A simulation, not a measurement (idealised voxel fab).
The process module that follows is named voxel air gaps.
Section cut is 175 nm wide and gridded with 5 nm square cells.
Cross-section format: a grid of square cells, given as bands from top to bottom; each band is one or more rows of cells.
Quick guide to a band line: top height, bottom height (nm) up front; then every material left to right with its width in nm. Only one material and it's marked "everywhere"? Then it fills the band edge to edge. And "air" just means empty space.
Below 0: as-received wafer, all one material; heights counted from there. Lowest band: no bottom, goes on down, written "top 0, no bottom".
With a width like "30..40", each row of cells in the band differs from the next by the same amount, the top row carrying the first number and the bottom row the second.
Where the words "no change" appear for a step, the cross-section shows no cell changed by that step; every cell remained as before.
The entry titled "Listed closed voids" provides the empty spaces that have no open way to the top, restricted to those of 8 cells or more. Each is presented as width x height at distance, the distance being measured from the left edge, with all three in nm.
Where a step's line continues beyond its settings, the continuation is a remark by the simulator itself on that step.
overlay nm: where the mask lay relative to plan, measured to the right, on steps with a mask; negatives go left.

PROCESS STEPS - PLAN
1,op RECEIVE | material Si
2,op CONFORMAL_DEP | material SiO2 | thk nm 15
3,op CONFORMAL_DEP | material SiCN | thk nm 5
4,op DIRECTIONAL_DEP | material SiO2 | thk nm 20
5,op DIRECTIONAL_DEP | material aC | thk nm 15
6,op PATTERN | tone open | mask id LINES | material resist | width nm 25 | pitch nm 50 | thk nm 35 | overlay nm 0
7,op DIRECTIONAL_ETCH | etch materials aC | depth nm 15
8,op STRIP | etch materials resist
9,op DIRECTIONAL_ETCH | etch materials SiO2 | depth nm 30
10,op STRIP | etch materials aC
11,op CONFORMAL_DEP | material TiN | thk nm 5
12,op FILL_DEP | material Cu | thk nm 10
13,op CMP | height nm 50
14,op EPI | material Ru | thk nm 10
15,op SELECTIVE_ETCH | etch materials SiO2 | depth nm 40
16,op CONFORMAL_DEP | material SiCN | thk nm 5
What sets these wafers apart? The thk nm at step 4. They all start alike, and the plan carries the first wafer's value.

FIRST OF SEVERAL WAFERS, RECEIVED AFTER STEP 1, IN CROSS-SECTION
> top 0, no bottom | Si everywhere
> Listed closed voids: none

FIRST OF SEVERAL WAFERS: CROSS-SECTION AT THE END OF THE MODULE, AFTER STEP 16, ITS LAST STEP
> top 65, bottom 60 | SiCN everywhere
> top 60, bottom 50 | Ru everywhere
> top 50, bottom 45 | Cu everywhere
> top 45, bottom 40 | TiN (30), then Cu (15), then TiN (35), then Cu (15), then TiN (35), then Cu (15), then TiN (30)
> top 40, bottom 25 | SiO2 (25), then TiN (5), then Cu (15), then TiN (5), then SiO2 (25), then TiN (5), then Cu (15), then TiN (5), then SiO2 (25), then TiN (5), then Cu (15), then TiN (5), then SiO2 (25)
> top 25, bottom 20 | SiO2 (25), then TiN (25), then SiO2 (25), then TiN (25), then SiO2 (25), then TiN (25), then SiO2 (25)
> top 20, bottom 15 | SiCN everywhere
> top 15, bottom 0 | SiO2 everywhere
> top 0, no bottom | Si everywhere
> Listed closed voids: none

CROSS-SECTION AT MODULE COMPLETION, LAST WAFER
> top 65, bottom 60 | air (10), then SiCN (155), then air (10)
> top 60, bottom 50 | air (10), then SiCN (5), then Ru (45), then SiCN (5), then Ru (45), then SiCN (5), then Ru (45), then SiCN (5), then air (10)
> top 50, bottom 45 | air (10), then SiCN (15), then TiN (5), then Cu (15), then TiN (5), then SiCN (25), then TiN (5), then Cu (15), then TiN (5), then SiCN (25), then TiN (5), then Cu (15), then TiN (5), then SiCN (15), then air (10)
> top 45, bottom 25 | air (20), then SiCN (5), then TiN (5), then Cu (15), then TiN (5), then SiCN (5), then air (15), then SiCN (5), then TiN (5), then Cu (15), then TiN (5), then SiCN (5), then air (15), then SiCN (5), then TiN (5), then Cu (15), then TiN (5), then SiCN (5), then air (20)
> top 25, bottom 20 | SiCN (25), then TiN (25), then SiCN (25), then TiN (25), then SiCN (25), then TiN (25), then SiCN (25)
> top 20, bottom 15 | SiCN everywhere
> top 15, bottom 0 | SiO2 everywhere
> top 0, no bottom | Si everywhere
> Listed closed voids: 15 x 20 at 55; 15 x 20 at 105

ROWS = WAFERS. AT MODULE END, EACH ROW LISTS PER MATERIAL THE CELLS GAINED (+) OR LOST (-) SINCE THE WAFER WAS RECEIVED, THEN THE CLOSED VOIDS
thk nm 20; +71 Cu; +70 Ru; +70 SiCN; +185 SiO2; +59 TiN; Listed closed voids: none
thk nm 25; +45 Cu; +70 Ru; +70 SiCN; +205 SiO2; +65 TiN; Listed closed voids: none
thk nm 30; +45 Cu; +54 Ru; +134 SiCN; +105 SiO2; +45 TiN; Listed closed voids: 15 x 20 at 55; 15 x 20 at 105
